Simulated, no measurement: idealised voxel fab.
Process module in this document: voxel lift off
Section shown: cut. Width: 220 nm. Cell size: 5 nm, square.
Cross-section = grid of square cells, listed top down in bands; band = one or more rows. Top height, bottom height, nm. Materials left to right, width each, nm. Single material + "all across" = fills band edge to edge. "air" = empty. Height datum 0, below which the as-received substrate wafer is one material. Lowest band open at the bottom, running downward: "0 nm and below". The notation "30->40" denotes a width that varies across the rows of cells in the band, beginning at the first number in the top row, finishing at the second number in the bottom row, and changing by an identical amount from each row to the next. Basically "nothing altered" means that step didn't change any cell in the cross-section. "Enclosed void catalog" enumerates empty spaces isolated from the top, with no open way to it, that contain at least 8 cells, giving each as width x height at distance from the left edge, all three in nm. On a step's line, text after the settings is the simulator commenting on that step. "overlay nm", when on a step's line for a step with a mask, measures how far to the right of its planned place the mask lay; a negative measure means to the left.
# These are the steps we planned for the process
1. RECEIVE: material Si
2. CONFORMAL_DEP: material SiO2, thk nm 15
3. PATTERN: tone open, mask id LINES, material resist, width nm 15, pitch nm 40, thk nm 25, overlay nm 0
4. DIRECTIONAL_DEP: material Ru, thk nm 10
5. STRIP: etch materials resist
6. CONFORMAL_DEP: material SiCN, thk nm 10
# The following pertains to the first of two wafers, which was processed as planned
# Cross-section of the wafer at receipt, which is the condition after step 1
0 nm and below = Si all across
Enclosed void catalog: none
# Take a look at the wafer's cross-section after step 2
15 nm to 0 nm = SiO2 all across
Below 0, no change.
# Take a look at the wafer's cross-section after step 3
40 nm to 15 nm = resist 60 nm / air 15 nm / resist 25 nm / air 15 nm / resist 25 nm / air 15 nm / resist 65 nm
Below 15, no change.
# Take a look at the wafer's cross-section after step 4
50 nm to 40 nm = Ru 60 nm / air 15 nm / Ru 25 nm / air 15 nm / Ru 25 nm / air 15 nm / Ru 65 nm
40 nm to 25 nm = resist 60 nm / air 15 nm / resist 25 nm / air 15 nm / resist 25 nm / air 15 nm / resist 65 nm
25 nm to 15 nm = resist 60 nm / Ru 15 nm / resist 25 nm / Ru 15 nm / resist 25 nm / Ru 15 nm / resist 65 nm
Below 15, no change.
# Take a look at the wafer's cross-section after step 5
25 nm to 15 nm = air 60 nm / Ru 15 nm / air 25 nm / Ru 15 nm / air 25 nm / Ru 15 nm / air 65 nm
Below 15, no change.
# Take a look at the wafer's cross-section after step 6
35 nm to 25 nm = air 50 nm / SiCN 35 nm / air 5 nm / SiCN 35 nm / air 5 nm / SiCN 35 nm / air 55 nm
25 nm to 15 nm = SiCN 60 nm / Ru 15 nm / SiCN 25 nm / Ru 15 nm / SiCN 25 nm / Ru 15 nm / SiCN 65 nm
Below 15, no change.
# Wafer two. Identical start, identical plan. One mistake in execution. Identical history through step 2
# Planned end of step 3: second wafer, cross-section
40 nm to 15 nm = resist 60 nm / air 20 nm / resist 20 nm / air 20 nm / resist 20 nm / air 20 nm / resist 60 nm
Below 15, no change.
# Planned end of step 4: second wafer, cross-section
50 nm to 40 nm = Ru 60 nm / air 20 nm / Ru 20 nm / air 20 nm / Ru 20 nm / air 20 nm / Ru 60 nm
40 nm to 25 nm = resist 60 nm / air 20 nm / resist 20 nm / air 20 nm / resist 20 nm / air 20 nm / resist 60 nm
25 nm to 15 nm = resist 60 nm / Ru 20 nm / resist 20 nm / Ru 20 nm / resist 20 nm / Ru 20 nm / resist 60 nm
Below 15, no change.
# Planned end of step 5: second wafer, cross-section
25 nm to 15 nm = air 60 nm / Ru 20 nm / air 20 nm / Ru 20 nm / air 20 nm / Ru 20 nm / air 60 nm
Below 15, no change.
# Planned end of step 6: second wafer, cross-section
35 nm to 25 nm = air 50 nm / SiCN 120 nm / air 50 nm
25 nm to 15 nm = SiCN 60 nm / Ru 20 nm / SiCN 20 nm / Ru 20 nm / SiCN 20 nm / Ru 20 nm / SiCN 60 nm
Below 15, no change.
The mistake made against the process plan was this: step 3 was not run as planned; what actually ran was PATTERN: tone open, mask id LINES, material resist, width nm 20, pitch nm 40, thk nm 25, overlay nm 0
Upon completion, the second wafer contains, in terms of cells, a greater or smaller amount of certain materials than the first wafer: +6 Ru
